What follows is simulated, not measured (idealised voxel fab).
Title: Process Module voxel self aligned vias
Each square cell in cross-section cut measures 5 nm, and the section as a whole is 270 nm wide.
Square cells in a grid make up a cross-section in this document, and the grid is given as bands, listed from the top down, each one or more rows of cells.
A band entry consists of two parts. The first gives the height of the band's top and the height of its bottom, in nm. The rest lists the band's materials from left to right, each with its width in nm. A single material labelled with the word "throughout" fills the band from edge to edge, and the word "empty" marks empty space.
Zero point of the height axis is 0; under it, received wafer = one material. Lowest band: continues down indefinitely, "top 0, no bottom".
Width: "30 to 40" (first number = top row, second number = bottom row, same change from row to row of cells).
Where the words "all unchanged" appear for a step, the cross-section shows no cell changed by that step; every cell remained as before.
Each empty space that has no open way to the top and spans at least 8 cells appears under "Fully closed voids" as width x height at distance, the distance counted from the left edge, all in nm.
Text after the settings on a step's line: the simulator's own remark on that step.
What "overlay nm" on a step's line means: if the step has a mask, that mask lay this far to the right of its planned place, or, when the value is negative, to the left.
# These are the steps we planned for the process
1. op RECEIVE | material Si
2. op CONFORMAL_DEP | material SiO2 | thk nm 15
3. op CONFORMAL_DEP | material SiCN | thk nm 5
4. op DIRECTIONAL_DEP | material lowk | thk nm 25
5. op MASKED_ETCH | tone open | mask id LINES | width nm 20 | pitch nm 70 | etch materials lowk | depth nm 25 | overlay nm 0
6. op CONFORMAL_DEP | material TiN | thk nm 5
7. op FILL_DEP | material W | thk nm 10
8. op CMP | height nm 45
9. op SELECTIVE_ETCH | etch materials W Ru TiN | depth nm 5
10. op FILL_DEP | material SiN | thk nm 10
11. op CMP | height nm 45
12. op DIRECTIONAL_DEP | material lowk | thk nm 15
13. op DIRECTIONAL_DEP | material aC | thk nm 15
14. op PATTERN | tone open | mask id VIAS | material resist | width nm 50 | pitch nm 70 | thk nm 30 | overlay nm 0
15. op DIRECTIONAL_ETCH | etch materials aC | depth nm 15
16. op STRIP | etch materials resist
17. op DIRECTIONAL_ETCH | etch materials lowk | depth nm 15
18. op DIRECTIONAL_ETCH | etch materials SiN | depth nm 5
19. op STRIP | etch materials aC
20. op CONFORMAL_DEP | material TiN | thk nm 5
21. op FILL_DEP | material W | thk nm 5
22. op CMP | height nm 60
23. op CONFORMAL_DEP | material SiN | thk nm 5
Wafers differ in width nm at step 5; plan lists the first wafer's value; identical starting state.
# As received, i.e. after step 1: cross-section through the first of several wafers
> top 0, no bottom: Si throughout
> Fully closed voids: none
# After the module's final step, step 23: the first of several wafers in cross-section
> top 65, bottom 60: SiN throughout
> top 60, bottom 50: 40 lowk; 5 TiN; 40 W; 5 TiN; 20 lowk; 5 TiN; 40 W; 5 TiN; 20 lowk; 5 TiN; 40 W; 5 TiN; 40 lowk
> top 50, bottom 45: 40 lowk; 20 TiN; 10 W; 20 TiN; 20 lowk; 20 TiN; 10 W; 20 TiN; 20 lowk; 20 TiN; 10 W; 20 TiN; 40 lowk
> top 45, bottom 40: 55 lowk; 20 TiN; 50 lowk; 20 TiN; 50 lowk; 20 TiN; 55 lowk
> top 40, bottom 25: 55 lowk; 5 TiN; 10 W; 5 TiN; 50 lowk; 5 TiN; 10 W; 5 TiN; 50 lowk; 5 TiN; 10 W; 5 TiN; 55 lowk
> top 25, bottom 20: 55 lowk; 20 TiN; 50 lowk; 20 TiN; 50 lowk; 20 TiN; 55 lowk
> top 20, bottom 15: SiCN throughout
> top 15, bottom 0: SiO2 throughout
> top 0, no bottom: Si throughout
> Fully closed voids: none
# Of the several wafers, the last: cross-section at the end of the module
> top 65, bottom 60: SiN throughout
> top 60, bottom 50: 40 lowk; 5 TiN; 40 W; 5 TiN; 20 lowk; 5 TiN; 40 W; 5 TiN; 20 lowk; 5 TiN; 40 W; 5 TiN; 40 lowk
> top 50, bottom 45: 40 lowk; 10 TiN; 35 W; 5 TiN; 20 lowk; 10 TiN; 35 W; 5 TiN; 20 lowk; 10 TiN; 35 W; 5 TiN; 40 lowk
> top 45, bottom 40: 45 lowk; 45 TiN; 25 lowk; 45 TiN; 25 lowk; 45 TiN; 40 lowk
> top 40, bottom 25: 45 lowk; 5 TiN; 35 W; 5 TiN; 25 lowk; 5 TiN; 35 W; 5 TiN; 25 lowk; 5 TiN; 35 W; 5 TiN; 40 lowk
> top 25, bottom 20: 45 lowk; 45 TiN; 25 lowk; 45 TiN; 25 lowk; 45 TiN; 40 lowk
> top 20, bottom 15: SiCN throughout
> top 15, bottom 0: SiO2 throughout
> top 0, no bottom: Si throughout
> Fully closed voids: none
# Every row in this table is a wafer at the end of the module, and it gives, for each of the materials, the cells that wafer has gained (+) or lost (-) since it was received, then its closed voids
width nm 20; +54 SiCN; +54 SiN; +162 SiO2; +78 TiN; +72 W; +282 lowk; Fully closed voids: none
width nm 25; +54 SiCN; +54 SiN; +162 SiO2; +81 TiN; +84 W; +267 lowk; Fully closed voids: none
width nm 30; +54 SiCN; +54 SiN; +162 SiO2; +84 TiN; +96 W; +252 lowk; Fully closed voids: none
width nm 35; +54 SiCN; +54 SiN; +162 SiO2; +87 TiN; +108 W; +237 lowk; Fully closed voids: none
width nm 40; +54 SiCN; +54 SiN; +162 SiO2; +90 TiN; +120 W; +222 lowk; Fully closed voids: none
width nm 45; +54 SiCN; +54 SiN; +162 SiO2; +93 TiN; +132 W; +207 lowk; Fully closed voids: none
